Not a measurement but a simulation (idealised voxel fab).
Module name: voxel capacitor over wiring (process module)
The cross-section on display is named cut; it measures 300 nm wide, and its cells are 5 nm squares.
Square cells in a grid make up a cross-section in this document, and the grid is given as bands, listed from the top down, each one or more rows of cells. Top, bottom (nm), then materials left to right with widths (nm); lone material tagged "all across" fills the whole band edge to edge; "air" = empty space. Note: height 0 marks the level under which the wafer is uniformly one material as received. Lowest band unbounded below, written "top 0, no bottom". When a width is written as two numbers, as in "30..40", the first number is the width in the top row of cells of the band and the second is the width in its bottom row, and the width changes by the same amount from each row to the next. Where a step carries "all unchanged", the cross-section came out of it unchanged, cell for cell. "Enclosed cavity list" contains a list of empty spaces, each no smaller than 8 cells and without an open way to the top, written in the form width x height at distance with the distance from the left edge and all three in nm. What comes after the settings on a step's line is commentary from the simulator itself on that step. The setting "overlay nm" may be written on the line of a step. When the step uses a mask, the value reports how far to the right of the planned place the mask lay, and a negative value reports that it lay to the left.
-- The process steps that were planned are listed below
- 1: RECEIVE with material Si
- 2: CONFORMAL_DEP with material SiO2, thk nm 15
- 3: CONFORMAL_DEP with material SiCN, thk nm 5
- 4: DIRECTIONAL_DEP with material SiO2, thk nm 20
- 5: DIRECTIONAL_DEP with material aC, thk nm 15
- 6: PATTERN with tone open, mask id METAL_1, material resist, width nm 25, pitch nm 80, thk nm 30, overlay nm 0
- 7: DIRECTIONAL_ETCH with etch materials aC, depth nm 15
- 8: STRIP with etch materials resist
- 9: DIRECTIONAL_ETCH with etch materials SiO2, depth nm 20
- 10: DIRECTIONAL_ETCH with etch materials SiCN, depth nm 5
- 11: STRIP with etch materials aC
- 12: CONFORMAL_DEP with material TiN, thk nm 5
- 13: FILL_DEP with material W, thk nm 5
- 14: CMP with height nm 40
- 15: CONFORMAL_DEP with material SiCN, thk nm 5
- 16: DIRECTIONAL_DEP with material SiO2, thk nm 10
- 17: PATTERN with tone open, mask id PLUG_1, material resist, width nm 15, thk nm 20, overlay nm 0
- 18: DIRECTIONAL_ETCH with etch materials SiO2, depth nm 10
- 19: DIRECTIONAL_ETCH with etch materials SiCN, depth nm 5
- 20: STRIP with etch materials resist
- 21: CONFORMAL_DEP with material TiN, thk nm 5
- 22: FILL_DEP with material Ru, thk nm 10
- 23: CMP with height nm 55
- 24: DIRECTIONAL_DEP with material TiN, thk nm 5
- 25: DIRECTIONAL_DEP with material HfO2, thk nm 5
- 26: DIRECTIONAL_DEP with material TiN, thk nm 5
- 27: MASKED_ETCH with tone cover, mask id UPPER_PLATE, width nm 60, etch materials TiN, depth nm 5, overlay nm 0
- 28: MASKED_ETCH with tone cover, mask id UPPER_PLATE, width nm 60, etch materials HfO2, depth nm 5, overlay nm 0
- 29: MASKED_ETCH with tone cover, mask id LOWER_PLATE, width nm 70, etch materials TiN, depth nm 5, overlay nm 0
- 30: FILL_DEP with material SiO2, thk nm 20
- 31: CMP with height nm 85
- 32: MASKED_ETCH with tone open, mask id PLUG_2, width nm 15, etch materials SiO2, depth nm 15, overlay nm 0
- 33: CONFORMAL_DEP with material TiN, thk nm 5
- 34: FILL_DEP with material Ru, thk nm 5
- 35: CMP with height nm 85
- 36: CONFORMAL_DEP with material SiCN, thk nm 5
-- Incoming wafer in cross-section (state: after step 1)
> top 0, no bottom: Si all across
> Enclosed cavity list: none
-- First of two wafers at the end of the module, shown in cross-section; run carried out as planned
> top 90, bottom 85: SiCN all across
> top 85, bottom 75: 115 of SiO2 / 5 of TiN / 5 of Ru / 5 of TiN / 170 of SiO2
> top 75, bottom 65: 115..105 of SiO2 / 15..60 of TiN / 170..135 of SiO2
> top 65, bottom 60: 105 of SiO2 / 60 of HfO2 / 135 of SiO2
> top 60, bottom 55: 100 of SiO2 / 70 of TiN / 130 of SiO2
> top 55, bottom 45: 105 of SiO2 / 5 of TiN / 5 of Ru / 5 of TiN / 180 of SiO2
> top 45, bottom 40: 105 of SiCN / 15 of TiN / 180 of SiCN
> top 40, bottom 20: 95 of SiO2 / 5 of TiN / 15 of W / 5 of TiN / 55 of SiO2 / 5 of TiN / 15 of W / 5 of TiN / 100 of SiO2
> top 20, bottom 15: 95 of SiCN / 25 of TiN / 55 of SiCN / 25 of TiN / 100 of SiCN
> top 15, bottom 0: SiO2 all across
> top 0, no bottom: Si all across
> Enclosed cavity list: none
-- Second wafer cross-section at end of module - shared start and plan with the first, one mistake in the run
> top 90, bottom 85: SiCN all across
> top 85, bottom 75: 115 of SiO2 / 5 of TiN / 5 of Ru / 5 of TiN / 170 of SiO2
> top 75, bottom 65: 115..105 of SiO2 / 15..60 of TiN / 170..135 of SiO2
> top 65, bottom 60: 105 of SiO2 / 60 of HfO2 / 135 of SiO2
> top 60, bottom 55: 100 of SiO2 / 70 of TiN / 130 of SiO2
> top 55, bottom 45: 105 of SiO2 / 5 of TiN / 5 of Ru / 5 of TiN / 180 of SiO2
> top 45, bottom 40: 105 of SiCN / 15 of TiN / 180 of SiCN
> top 40, bottom 35: 100 of TiN / 15 of W / 65 of TiN / 15 of W / 105 of TiN
> top 35, bottom 20: 95 of SiO2 / 5 of TiN / 15 of W / 5 of TiN / 55 of SiO2 / 5 of TiN / 15 of W / 5 of TiN / 100 of SiO2
> top 20, bottom 15: 95 of SiO2 / 25 of TiN / 55 of SiO2 / 25 of TiN / 100 of SiO2
> top 15, bottom 0: SiO2 all across
> top 0, no bottom: Si all across
> Enclosed cavity list: none
What was the processing mistake? plan step 3 skipped
End of process, cell counts, second wafer against first, materials with more or fewer: 50 fewer of SiCN; 50 more of TiN
